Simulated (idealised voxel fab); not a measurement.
Process module in this document: voxel wiring stack
The figure presents cross-section cut, which has a width of 270 nm and is divided into square cells with an edge length of 5 nm.
How to read a cross-section here: the picture is a grid of square cells, written as bands going from the top down, and any band can span one or more rows of cells. Basically the band line says how high the top is and how high the bottom is, in nm, and then what's in it from left to right, every material with its width in nm. Empty space shows up as "blank", and if a single material carries "throughout" it runs the full band edge to edge. All heights in this document are referenced to 0, defined as the level beneath which the wafer, as received, consists entirely of one material. The lowest band is not bounded below; it extends indefinitely downward and is written in the form "0 -> down". Read "30->40" as a graded width: first number on top, second number at the bottom, same change between each pair of neighbouring rows. "no change" (step): cross-section cells unchanged, all of them. If an empty space has no open way to the top and is at least 8 cells in size, "Enclosed internal cavities" lists it, written width x height at distance, where distance is measured from the left edge and every value is in nm. That trailing text on a step's line, after the settings, is the simulator's own remark on the step. Regarding "overlay nm": on a step with a mask, it is the distance the mask lay to the right of its planned place; a negative value places it to the left.

THE STEPS PLANNED FOR THE PROCESS ARE AS FOLLOWS
1,RECEIVE [material Si]
2,CONFORMAL_DEP [material SiO2] [thk nm 15]
3,CONFORMAL_DEP [material SiCN] [thk nm 5]
4,DIRECTIONAL_DEP [material SiO2] [thk nm 15]
5,PATTERN [tone open] [mask id METAL_1] [material resist] [width nm 20] [pitch nm 45] [thk nm 15] [overlay nm 0]
6,DIRECTIONAL_ETCH [etch materials SiO2] [depth nm 15]
7,DIRECTIONAL_ETCH [etch materials SiCN] [depth nm 5]
8,STRIP [etch materials resist]
9,CONFORMAL_DEP [material TiN] [thk nm 5]
10,FILL_DEP [material Cu] [thk nm 10]
11,CMP [height nm 35]
12,CONFORMAL_DEP [material SiCN] [thk nm 5]
13,DIRECTIONAL_DEP [material SiO2] [thk nm 35]
14,PATTERN [tone open] [mask id METAL_2_HOLES] [material resist] [width nm 15] [pitch nm 90] [thk nm 15] [overlay nm 0]
15,DIRECTIONAL_ETCH [etch materials SiO2] [depth nm 35]
16,STRIP [etch materials resist]
17,PATTERN [tone open] [mask id METAL_2] [material resist] [width nm 20] [pitch nm 45] [thk nm 15] [overlay nm 0]
18,DIRECTIONAL_ETCH [etch materials SiO2] [depth nm 20]
19,DIRECTIONAL_ETCH [etch materials SiCN] [depth nm 5]
20,STRIP [etch materials resist]
21,CONFORMAL_DEP [material TiN] [thk nm 5]
22,FILL_DEP [material Cu] [thk nm 5]
23,CMP [height nm 75]
24,CONFORMAL_DEP [material SiCN] [thk nm 5]

CROSS-SECTION OF THE WAFER UPON ARRIVAL, REPRESENTING THE STATE REACHED AFTER STEP 1
0 -> down = Si throughout
Enclosed internal cavities: none

THE PLAN ABOVE WAS CARRIED OUT ON THE STARTING STRUCTURE ABOVE WITH ONE MISTAKE, AND THIS CROSS-SECTION SHOWS THE WAFER AT THE END OF THE MODULE
80 -> 75 = SiCN throughout
75 -> 70 = SiCN 80 | TiN 20 | SiCN 25 | TiN 20 | SiCN 25 | TiN 20 | SiCN 80
70 -> 35 = SiO2 throughout
35 -> 20 = SiO2 80 | TiN 5 | Cu 10 | TiN 5 | SiO2 25 | TiN 5 | Cu 10 | TiN 5 | SiO2 25 | TiN 5 | Cu 10 | TiN 5 | SiO2 80
20 -> 15 = SiCN 80 | TiN 20 | SiCN 25 | TiN 20 | SiCN 25 | TiN 20 | SiCN 80
15 -> 0 = SiO2 throughout
0 -> down = Si throughout
Enclosed internal cavities: none
Deviation noted in wafer processing: steps 12 and 13 of the plan were each performed in the slot designated for the other
